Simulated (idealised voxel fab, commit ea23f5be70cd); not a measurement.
The process module that follows is named voxel double patterning.
Displayed cross-section: cut, width of 230 nm, square cells sized 5 nm.
Cross-section, as written here: a square-cell grid given band by band from the top down, where a band holds one or more rows of cells.
Band entry format. Leading values: height of top, height of bottom, nm. Remainder: materials in left-to-right order, each with its width in nm. Special words: "everywhere" on a single material, which then fills the band edge to edge; "empty", empty space.
The level at which height equals 0 is the one under which the wafer, as it arrives, is entirely one material. No lower edge exists for the bottom band, which continues downward and is notated as in "0..down".
Graded width ("30->40"): value in top row of band = first number; value in bottom row = second number; row-to-row change constant.
It should be understood that the words "nothing was modified", when stated for a given step, signify that the cross-section underwent no change in any of its cells during that step.
"Encapsulated voids" contains a list of empty spaces, each no smaller than 8 cells and without an open way to the top, written in the form width x height at distance with the distance from the left edge and all three in nm.
Past the settings on a step's line: simulator remark, on that step.
"overlay nm" denotes, for a step that has a mask, the displacement of the mask to the right of its planned place, with negative values corresponding to the left.

This section lists the process steps that were planned
- 1: RECEIVE: material Si
- 2: CONFORMAL_DEP: material SiO2, thk nm 10
- 3: DIRECTIONAL_DEP: material W, thk nm 15
- 4: DIRECTIONAL_DEP: material SiCN, thk nm 5
- 5: MASKED_ETCH: tone open, mask id FIRST, width nm 15, pitch nm 50, etch materials SiCN, depth nm 5, overlay nm 0
- 6: DIRECTIONAL_DEP: material aC, thk nm 10
- 7: PATTERN: tone open, mask id SECOND, material resist, width nm 15, pitch nm 50, thk nm 30, overlay nm 0
- 8: DIRECTIONAL_ETCH: etch materials aC, depth nm 10
- 9: STRIP: etch materials resist
- 10: DIRECTIONAL_ETCH: etch materials SiCN, depth nm 5
- 11: STRIP: etch materials aC
- 12: DIRECTIONAL_ETCH: etch materials W, depth nm 15
- 13: STRIP: etch materials SiCN

First of two wafers, processed according to plan

Wafer as received: cross-section following step 1
* 0..down: Si everywhere
* Encapsulated voids: none

How the wafer stands in section after step 2
* 10..0: SiO2 everywhere
* Under the height 0 nothing was changed.

How the wafer stands in section after step 3
* 25..10: W everywhere
* Under the height 10 nothing was changed.

How the wafer stands in section after step 4
* 30..25: SiCN everywhere
* Under the height 25 nothing was changed.

How the wafer stands in section after step 5
* 30..25: SiCN 55 nm  empty 15 nm  SiCN 35 nm  empty 15 nm  SiCN 35 nm  empty 15 nm  SiCN 60 nm
* Under the height 25 nothing was changed.

How the wafer stands in section after step 6
* 40..35: aC 55 nm  empty 15 nm  aC 35 nm  empty 15 nm  aC 35 nm  empty 15 nm  aC 60 nm
* 35..30: aC everywhere
* 30..25: SiCN 55 nm  aC 15 nm  SiCN 35 nm  aC 15 nm  SiCN 35 nm  aC 15 nm  SiCN 60 nm
* Under the height 25 nothing was changed.

How the wafer stands in section after step 7
* 70..40: resist 80 nm  empty 15 nm  resist 35 nm  empty 15 nm  resist 85 nm
* 40..35: aC 55 nm  resist 15 nm  aC 35 nm  resist 15 nm  aC 35 nm  resist 15 nm  aC 60 nm
* Under the height 35 nothing was changed.

How the wafer stands in section after step 8
* 60..40: resist 80 nm  empty 15 nm  resist 35 nm  empty 15 nm  resist 85 nm
* 40..35: aC 55 nm  resist 15 nm  aC 10 nm  empty 15 nm  aC 10 nm  resist 15 nm  aC 10 nm  empty 15 nm  aC 10 nm  resist 15 nm  aC 60 nm
* 35..30: aC 80 nm  empty 15 nm  aC 35 nm  empty 15 nm  aC 85 nm
* Under the height 30 nothing was changed.

How the wafer stands in section after step 9
* 40..35: aC 55 nm  empty 15 nm  aC 10 nm  empty 15 nm  aC 10 nm  empty 15 nm  aC 10 nm  empty 15 nm  aC 10 nm  empty 15 nm  aC 60 nm
* Under the height 35 nothing was changed.

How the wafer stands in section after step 10
* 40..35: aC 55 nm  empty 15 nm  aC 10 nm  empty 15 nm  aC 10 nm  empty 15 nm  aC 10 nm  empty 15 nm  aC 10 nm  empty 15 nm  aC 60 nm
* 35..30: aC 80 nm  empty 15 nm  aC 35 nm  empty 15 nm  aC 85 nm
* 30..25: SiCN 55 nm  aC 15 nm  SiCN 10 nm  empty 15 nm  SiCN 10 nm  aC 15 nm  SiCN 10 nm  empty 15 nm  SiCN 10 nm  aC 15 nm  SiCN 60 nm
* Under the height 25 nothing was changed.

How the wafer stands in section after step 11
* 30..25: SiCN 55 nm  empty 15 nm  SiCN 10 nm  empty 15 nm  SiCN 10 nm  empty 15 nm  SiCN 10 nm  empty 15 nm  SiCN 10 nm  empty 15 nm  SiCN 60 nm
* Under the height 25 nothing was changed.

How the wafer stands in section after step 12
* 30..25: SiCN 55 nm  empty 15 nm  SiCN 10 nm  empty 15 nm  SiCN 10 nm  empty 15 nm  SiCN 10 nm  empty 15 nm  SiCN 10 nm  empty 15 nm  SiCN 60 nm
* 25..10: W 55 nm  empty 15 nm  W 10 nm  empty 15 nm  W 10 nm  empty 15 nm  W 10 nm  empty 15 nm  W 10 nm  empty 15 nm  W 60 nm
* Under the height 10 nothing was changed.

How the wafer stands in section after step 13
* 25..10: W 55 nm  empty 15 nm  W 10 nm  empty 15 nm  W 10 nm  empty 15 nm  W 10 nm  empty 15 nm  W 10 nm  empty 15 nm  W 60 nm
* Under the height 10 nothing was changed.

Second of two: same start, same plan, one run error; steps up to and including 2 match the first

When step 3 should have ended
* 40..10: W everywhere
* Under the height 10 nothing was changed.

When step 4 should have ended
* 45..40: SiCN everywhere
* Under the height 40 nothing was changed.

When step 5 should have ended
* 45..40: SiCN 55 nm  empty 15 nm  SiCN 35 nm  empty 15 nm  SiCN 35 nm  empty 15 nm  SiCN 60 nm
* Under the height 40 nothing was changed.

When step 6 should have ended
* 55..50: aC 55 nm  empty 15 nm  aC 35 nm  empty 15 nm  aC 35 nm  empty 15 nm  aC 60 nm
* 50..45: aC everywhere
* 45..40: SiCN 55 nm  aC 15 nm  SiCN 35 nm  aC 15 nm  SiCN 35 nm  aC 15 nm  SiCN 60 nm
* Under the height 40 nothing was changed.

When step 7 should have ended
* 85..55: resist 80 nm  empty 15 nm  resist 35 nm  empty 15 nm  resist 85 nm
* 55..50: aC 55 nm  resist 15 nm  aC 35 nm  resist 15 nm  aC 35 nm  resist 15 nm  aC 60 nm
* Under the height 50 nothing was changed.

When step 8 should have ended
* 75..55: resist 80 nm  empty 15 nm  resist 35 nm  empty 15 nm  resist 85 nm
* 55..50: aC 55 nm  resist 15 nm  aC 10 nm  empty 15 nm  aC 10 nm  resist 15 nm  aC 10 nm  empty 15 nm  aC 10 nm  resist 15 nm  aC 60 nm
* 50..45: aC 80 nm  empty 15 nm  aC 35 nm  empty 15 nm  aC 85 nm
* Under the height 45 nothing was changed.

When step 9 should have ended
* 55..50: aC 55 nm  empty 15 nm  aC 10 nm  empty 15 nm  aC 10 nm  empty 15 nm  aC 10 nm  empty 15 nm  aC 10 nm  empty 15 nm  aC 60 nm
* Under the height 50 nothing was changed.

When step 10 should have ended
* 55..50: aC 55 nm  empty 15 nm  aC 10 nm  empty 15 nm  aC 10 nm  empty 15 nm  aC 10 nm  empty 15 nm  aC 10 nm  empty 15 nm  aC 60 nm
* 50..45: aC 80 nm  empty 15 nm  aC 35 nm  empty 15 nm  aC 85 nm
* 45..40: SiCN 55 nm  aC 15 nm  SiCN 10 nm  empty 15 nm  SiCN 10 nm  aC 15 nm  SiCN 10 nm  empty 15 nm  SiCN 10 nm  aC 15 nm  SiCN 60 nm
* Under the height 40 nothing was changed.

When step 11 should have ended
* 45..40: SiCN 55 nm  empty 15 nm  SiCN 10 nm  empty 15 nm  SiCN 10 nm  empty 15 nm  SiCN 10 nm  empty 15 nm  SiCN 10 nm  empty 15 nm  SiCN 60 nm
* Under the height 40 nothing was changed.

When step 12 should have ended
* 45..40: SiCN 55 nm  empty 15 nm  SiCN 10 nm  empty 15 nm  SiCN 10 nm  empty 15 nm  SiCN 10 nm  empty 15 nm  SiCN 10 nm  empty 15 nm  SiCN 60 nm
* 40..25: W 55 nm  empty 15 nm  W 10 nm  empty 15 nm  W 10 nm  empty 15 nm  W 10 nm  empty 15 nm  W 10 nm  empty 15 nm  W 60 nm
* Under the height 25 nothing was changed.

When step 13 should have ended
* 40..25: W 55 nm  empty 15 nm  W 10 nm  empty 15 nm  W 10 nm  empty 15 nm  W 10 nm  empty 15 nm  W 10 nm  empty 15 nm  W 60 nm
* Under the height 25 nothing was changed.
The mistake made against the process plan was this: plan step 3 was twice executed
Bottom line after processing is that, in cells, the second wafer is up or down on some materials versus the first: 138 more of W
